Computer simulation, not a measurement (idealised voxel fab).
The following process module bears the name voxel capacitor over wiring.
FYI the section here is cut, 235 nm wide, cells are 5 nm squares.
Format of a cross-section: grid, square cells. Given as bands. Order: top down. Band: one or more rows of cells.
For a band, the entry starts with two heights in nm, that of the top and then that of the bottom, and carries on with the band's materials in order from left to right, each alongside its width in nm; the word "everywhere" beside a single material means it fills the band edge to edge, and "empty" means empty space.
All heights in this document are referenced to 0, defined as the level beneath which the wafer, as received, consists entirely of one material. The lowest band is not bounded below; it extends indefinitely downward and is written in the form "z 0 and below".
You'd read "30 to 40" like this: the band's top row of cells is as wide as the first number, its bottom row is as wide as the second, and going down, every row changes width by the same amount as the row before did.
Basically "stayed the same" means that step didn't change any cell in the cross-section.
"Cavities, closed" specifies each empty space that is not open to the top and that occupies no fewer than 8 cells, using the form width x height at distance, the distance measured from the left edge and all three quantities in nm.
Note: text after step settings on the step line = simulator remark on that step.
On any step carrying a mask, the "overlay nm" setting, if present on the step's line, tells how far right of its planned place the mask lay; negative values point to the left.

## Process steps - plan
1: op RECEIVE | material Si
2: op CONFORMAL_DEP | material SiO2 | thk nm 10
3: op DIRECTIONAL_DEP | material TiN | thk nm 5
4: op DIRECTIONAL_DEP | material Ru | thk nm 20
5: op MASKED_ETCH | tone cover | mask id METAL_1 | width nm 25 | pitch nm 75 | etch materials Ru | depth nm 20 | overlay nm 0
6: op MASKED_ETCH | tone cover | mask id METAL_1 | width nm 25 | pitch nm 75 | etch materials TiN | depth nm 5 | overlay nm 0
7: op FILL_DEP | material lowk | thk nm 5
8: op CMP | height nm 35
9: op CONFORMAL_DEP | material SiCN | thk nm 5
10: op DIRECTIONAL_DEP | material SiO2 | thk nm 10
11: op PATTERN | tone open | mask id PLUG_1 | material resist | width nm 15 | thk nm 20 | overlay nm 0
12: op DIRECTIONAL_ETCH | etch materials SiO2 | depth nm 10
13: op DIRECTIONAL_ETCH | etch materials SiCN | depth nm 5
14: op STRIP | etch materials resist
15: op CONFORMAL_DEP | material TiN | thk nm 5
16: op FILL_DEP | material Ru | thk nm 5
17: op CMP | height nm 50
18: op DIRECTIONAL_DEP | material TiN | thk nm 10
19: op DIRECTIONAL_DEP | material SiN | thk nm 5
20: op DIRECTIONAL_DEP | material TiN | thk nm 10
21: op MASKED_ETCH | tone cover | mask id UPPER_PLATE | width nm 55 | etch materials TiN | depth nm 10 | overlay nm 0
22: op MASKED_ETCH | tone cover | mask id UPPER_PLATE | width nm 55 | etch materials SiN | depth nm 5 | overlay nm 0
23: op PATTERN | tone cover | mask id LOWER_PLATE | material resist | width nm 65 | thk nm 20 | overlay nm 0
24: op DIRECTIONAL_ETCH | etch materials TiN | depth nm 10
25: op STRIP | etch materials resist
26: op FILL_DEP | material SiO2 | thk nm 15
27: op CMP | height nm 85
28: op PATTERN | tone open | mask id PLUG_2 | material resist | width nm 15 | thk nm 15 | overlay nm 0
29: op DIRECTIONAL_ETCH | etch materials SiO2 | depth nm 10
30: op STRIP | etch materials resist
31: op CONFORMAL_DEP | material TiN | thk nm 5
32: op FILL_DEP | material Ru | thk nm 5
33: op CMP | height nm 85
34: op CONFORMAL_DEP | material SiN | thk nm 5

## First wafer, two in total, run as planned

## Cross-section of the wafer at receipt, which is the condition after step 1
* z 0 and below | Si everywhere
* Cavities, closed: none

## after step 2
* z 10 to 0 | SiO2 everywhere
* Below 0, the layers are the same as they were.

## after step 3
* z 15 to 10 | TiN everywhere
* Below 10, the layers are the same as they were.

## after step 4
* z 35 to 15 | Ru everywhere
* Below 15, the layers are the same as they were.

## after step 5
* z 35 to 15 | empty=65 / Ru=25 / empty=50 / Ru=25 / empty=70
* Below 15, the layers are the same as they were.

## after step 6
* z 35 to 15 | empty=65 / Ru=25 / empty=50 / Ru=25 / empty=70
* z 15 to 10 | empty=65 / TiN=25 / empty=50 / TiN=25 / empty=70
* Below 10, the layers are the same as they were.

## after step 7
* z 40 to 35 | lowk everywhere
* z 35 to 15 | lowk=65 / Ru=25 / lowk=50 / Ru=25 / lowk=70
* z 15 to 10 | lowk=65 / TiN=25 / lowk=50 / TiN=25 / lowk=70
* Below 10, the layers are the same as they were.

## after step 8
* z 35 to 15 | lowk=65 / Ru=25 / lowk=50 / Ru=25 / lowk=70
* Below 15, the layers are the same as they were.

## after step 9
* z 40 to 35 | SiCN everywhere
* Below 35, the layers are the same as they were.

## after step 10
* z 50 to 40 | SiO2 everywhere
* Below 40, the layers are the same as they were.

## after step 11
* z 70 to 50 | resist=75 / empty=15 / resist=145
* Below 50, the layers are the same as they were.

## after step 12
* z 70 to 50 | resist=75 / empty=15 / resist=145
* z 50 to 40 | SiO2=75 / empty=15 / SiO2=145
* Below 40, the layers are the same as they were.

## after step 13
* z 70 to 50 | resist=75 / empty=15 / resist=145
* z 50 to 40 | SiO2=75 / empty=15 / SiO2=145
* z 40 to 35 | SiCN=75 / empty=15 / SiCN=145
* Below 35, the layers are the same as they were.

## after step 14
* z 50 to 40 | SiO2=75 / empty=15 / SiO2=145
* Below 40, the layers are the same as they were.

## after step 15
* z 55 to 50 | TiN=80 / empty=5 / TiN=150
* z 50 to 40 | SiO2=75 / TiN=5 / empty=5 / TiN=5 / SiO2=145
* z 40 to 35 | SiCN=75 / TiN=15 / SiCN=145
* Below 35, the layers are the same as they were.

## after step 16
* z 60 to 55 | Ru everywhere
* z 55 to 50 | TiN=80 / Ru=5 / TiN=150
* z 50 to 40 | SiO2=75 / TiN=5 / Ru=5 / TiN=5 / SiO2=145
* Below 40, the layers are the same as they were.

## after step 17
* z 50 to 40 | SiO2=75 / TiN=5 / Ru=5 / TiN=5 / SiO2=145
* Below 40, the layers are the same as they were.

## after step 18
* z 60 to 50 | TiN everywhere
* Below 50, the layers are the same as they were.

## after step 19
* z 65 to 60 | SiN everywhere
* Below 60, the layers are the same as they were.

## after step 20
* z 75 to 65 | TiN everywhere
* Below 65, the layers are the same as they were.

## after step 21
* z 75 to 65 | empty=75 / TiN=55 / empty=105
* Below 65, the layers are the same as they were.

## after step 22
* z 75 to 65 | empty=75 / TiN=55 / empty=105
* z 65 to 60 | empty=75 / SiN=55 / empty=105
* Below 60, the layers are the same as they were.

## after step 23
* z 95 to 75 | empty=70 / resist=65 / empty=100
* z 75 to 65 | empty=70 / resist=5 / TiN=55 / resist=5 / empty=100
* z 65 to 60 | empty=70 / resist=5 / SiN=55 / resist=5 / empty=100
* Below 60, the layers are the same as they were.

## after step 24
* z 95 to 75 | empty=70 / resist=65 / empty=100
* z 75 to 65 | empty=70 / resist=5 / TiN=55 / resist=5 / empty=100
* z 65 to 60 | empty=70 / resist=5 / SiN=55 / resist=5 / empty=100
* z 60 to 50 | empty=70 / TiN=65 / empty=100
* Below 50, the layers are the same as they were.

## after step 25
* z 75 to 65 | empty=75 / TiN=55 / empty=105
* z 65 to 60 | empty=75 / SiN=55 / empty=105
* Below 60, the layers are the same as they were.

## after step 26
* z 90 to 75 | SiO2 everywhere
* z 75 to 65 | SiO2=75 / TiN=55 / SiO2=105
* z 65 to 60 | SiO2=75 / SiN=55 / SiO2=105
* z 60 to 50 | SiO2=70 / TiN=65 / SiO2=100
* Below 50, the layers are the same as they were.

## after step 27
* z 85 to 75 | SiO2 everywhere
* Below 75, the layers are the same as they were.

## after step 28
* z 100 to 85 | resist=85 / empty=15 / resist=135
* Below 85, the layers are the same as they were.

## after step 29
* z 100 to 85 | resist=85 / empty=15 / resist=135
* z 85 to 75 | SiO2=85 / empty=15 / SiO2=135
* Below 75, the layers are the same as they were.

## after step 30
* z 85 to 75 | SiO2=85 / empty=15 / SiO2=135
* Below 75, the layers are the same as they were.

## after step 31
* z 90 to 85 | TiN=90 / empty=5 / TiN=140
* z 85 to 80 | SiO2=85 / TiN=5 / empty=5 / TiN=5 / SiO2=135
* z 80 to 75 | SiO2=85 / TiN=15 / SiO2=135
* Below 75, the layers are the same as they were.

## after step 32
* z 95 to 90 | Ru everywhere
* z 90 to 85 | TiN=90 / Ru=5 / TiN=140
* z 85 to 80 | SiO2=85 / TiN=5 / Ru=5 / TiN=5 / SiO2=135
* Below 80, the layers are the same as they were.

## after step 33
* z 85 to 80 | SiO2=85 / TiN=5 / Ru=5 / TiN=5 / SiO2=135
* Below 80, the layers are the same as they were.

## after step 34
* z 90 to 85 | SiN everywhere
* Below 85, the layers are the same as they were.

## Okay, second wafer. Nothing different at the start, nothing different in the plan, just one mistake somewhere in the running. As far as step 17, counting that step, it's the first wafer all over again

## Cross-sectional representation of the second wafer at the time designated in the plan for the completion of step 18
* z 55 to 50 | SiN everywhere
* Below 50, the layers are the same as they were.

## Cross-sectional representation of the second wafer at the time designated in the plan for the completion of step 19
* z 65 to 55 | TiN everywhere
* Below 55, the layers are the same as they were.

## Cross-sectional representation of the second wafer at the time designated in the plan for the completion of step 20
* z 75 to 55 | TiN everywhere
* Below 55, the layers are the same as they were.

## Cross-sectional representation of the second wafer at the time designated in the plan for the completion of step 21
* z 75 to 65 | empty=75 / TiN=55 / empty=105
* Below 65, the layers are the same as they were.

Cross-sectional representation of the second wafer at the time designated in the plan for the completion of step 22: stayed the same

## Cross-sectional representation of the second wafer at the time designated in the plan for the completion of step 23
* z 95 to 75 | empty=70 / resist=65 / empty=100
* z 75 to 65 | empty=70 / resist=5 / TiN=55 / resist=5 / empty=100
* Below 65, the layers are the same as they were.

## Cross-sectional representation of the second wafer at the time designated in the plan for the completion of step 24
* z 95 to 75 | empty=70 / resist=65 / empty=100
* z 75 to 65 | empty=70 / resist=5 / TiN=55 / resist=5 / empty=100
* z 65 to 55 | empty=70 / TiN=65 / empty=100
* Below 55, the layers are the same as they were.

## Cross-sectional representation of the second wafer at the time designated in the plan for the completion of step 25
* z 75 to 65 | empty=75 / TiN=55 / empty=105
* Below 65, the layers are the same as they were.

## Cross-sectional representation of the second wafer at the time designated in the plan for the completion of step 26
* z 90 to 75 | SiO2 everywhere
* z 75 to 65 | SiO2=75 / TiN=55 / SiO2=105
* z 65 to 55 | SiO2=70 / TiN=65 / SiO2=100
* Below 55, the layers are the same as they were.

## Cross-sectional representation of the second wafer at the time designated in the plan for the completion of step 27
* z 85 to 75 | SiO2 everywhere
* Below 75, the layers are the same as they were.

## Cross-sectional representation of the second wafer at the time designated in the plan for the completion of step 28
* z 100 to 85 | resist=85 / empty=15 / resist=135
* Below 85, the layers are the same as they were.

## Cross-sectional representation of the second wafer at the time designated in the plan for the completion of step 29
* z 100 to 85 | resist=85 / empty=15 / resist=135
* z 85 to 75 | SiO2=85 / empty=15 / SiO2=135
* Below 75, the layers are the same as they were.

## Cross-sectional representation of the second wafer at the time designated in the plan for the completion of step 30
* z 85 to 75 | SiO2=85 / empty=15 / SiO2=135
* Below 75, the layers are the same as they were.

## Cross-sectional representation of the second wafer at the time designated in the plan for the completion of step 31
* z 90 to 85 | TiN=90 / empty=5 / TiN=140
* z 85 to 80 | SiO2=85 / TiN=5 / empty=5 / TiN=5 / SiO2=135
* z 80 to 75 | SiO2=85 / TiN=15 / SiO2=135
* Below 75, the layers are the same as they were.

## Cross-sectional representation of the second wafer at the time designated in the plan for the completion of step 32
* z 95 to 90 | Ru everywhere
* z 90 to 85 | TiN=90 / Ru=5 / TiN=140
* z 85 to 80 | SiO2=85 / TiN=5 / Ru=5 / TiN=5 / SiO2=135
* Below 80, the layers are the same as they were.

## Cross-sectional representation of the second wafer at the time designated in the plan for the completion of step 33
* z 85 to 80 | SiO2=85 / TiN=5 / Ru=5 / TiN=5 / SiO2=135
* Below 80, the layers are the same as they were.

## Cross-sectional representation of the second wafer at the time designated in the plan for the completion of step 34
* z 90 to 85 | SiN everywhere
* Below 85, the layers are the same as they were.
Finding, execution versus plan: the processing plan was not followed for steps 18 and 19, which were run with their positions exchanged
Counted in cells at the end, the second wafer holds more or fewer of these materials than the first: SiN +36, SiO2 -36
